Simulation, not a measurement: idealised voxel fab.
Process module under the name voxel double patterning
It is cross-section cut that appears here, measuring 255 nm in width, its square cells being 5 nm in size.
When this document writes out a cross-section, it uses a grid of square cells and lists it as bands, beginning at the top and moving down, with a band standing for one or more rows of cells. Within each band entry, the heights of the top and of the bottom of the band appear first, in that order and in nm; the materials of the band then follow from left to right, each with its corresponding width in nm. The designation "edge to edge" on a single material indicates that it fills the band from edge to edge; the designation "air" indicates empty space. The level at which height equals 0 is the one under which the wafer, as it arrives, is entirely one material. No lower edge exists for the bottom band, which continues downward and is notated as in "0 down". When a width is written as two numbers, as in "30 to 40", the first number is the width in the top row of cells of the band and the second is the width in its bottom row, and the width changes by the same amount from each row to the next. "no alteration" means the step left every cell of the cross-section as it was. "Sealed internal voids": sealed empty spaces, 8 cells or more, no open way to top, listed width x height at distance, with distance from the left edge and width, height and distance in nm. What comes after the settings on a step's line is commentary from the simulator itself on that step. The optional step-line setting "overlay nm" applies to steps with a mask and quantifies how far to the right of its planned location the mask lay, a negative value indicating leftward placement.
**Process steps - plan**
1. RECEIVE: material Si
2. CONFORMAL_DEP: material SiN, thk nm 10
3. DIRECTIONAL_DEP: material SiO2, thk nm 15
4. DIRECTIONAL_DEP: material SiCN, thk nm 5
5. DIRECTIONAL_DEP: material aC, thk nm 10
6. PATTERN: tone open, mask id FIRST, material resist, width nm 15, pitch nm 50, thk nm 25, overlay nm 0
7. DIRECTIONAL_ETCH: etch materials aC, depth nm 10
8. STRIP: etch materials resist
9. DIRECTIONAL_ETCH: etch materials SiCN, depth nm 5
10. STRIP: etch materials aC
11. MASKED_ETCH: tone open, mask id SECOND, width nm 15, etch materials SiCN, depth nm 5, overlay nm 0
12. DIRECTIONAL_ETCH: etch materials SiO2, depth nm 15
13. STRIP: etch materials SiCN
**Cross-section of the wafer as it came to us, i.e., already through step 1**
* 0 down: Si edge to edge
* Sealed internal voids: none
**Run as planned - first of the two wafers cross-sectioned at the end of the module**
* 25 to 10: SiO2 (95) / air (15) / SiO2 (10) / air (15) / SiO2 (10) / air (15) / SiO2 (95)
* 10 to 0: SiN edge to edge
* 0 down: Si edge to edge
* Sealed internal voids: none
**Wafer two, end of module, cross-section. Same start, same plan as wafer one. One mistake in the run**
* 25 to 15: SiN edge to edge
* 15 to 0: SiO2 edge to edge
* 0 down: Si edge to edge
* Sealed internal voids: none
What broke from the plan during processing? a sequencing error occurred in which plan steps 2 and 3 were transposed
Wafer comparison, final, in cells, second relative to first, materials more or fewer: +27 SiO2
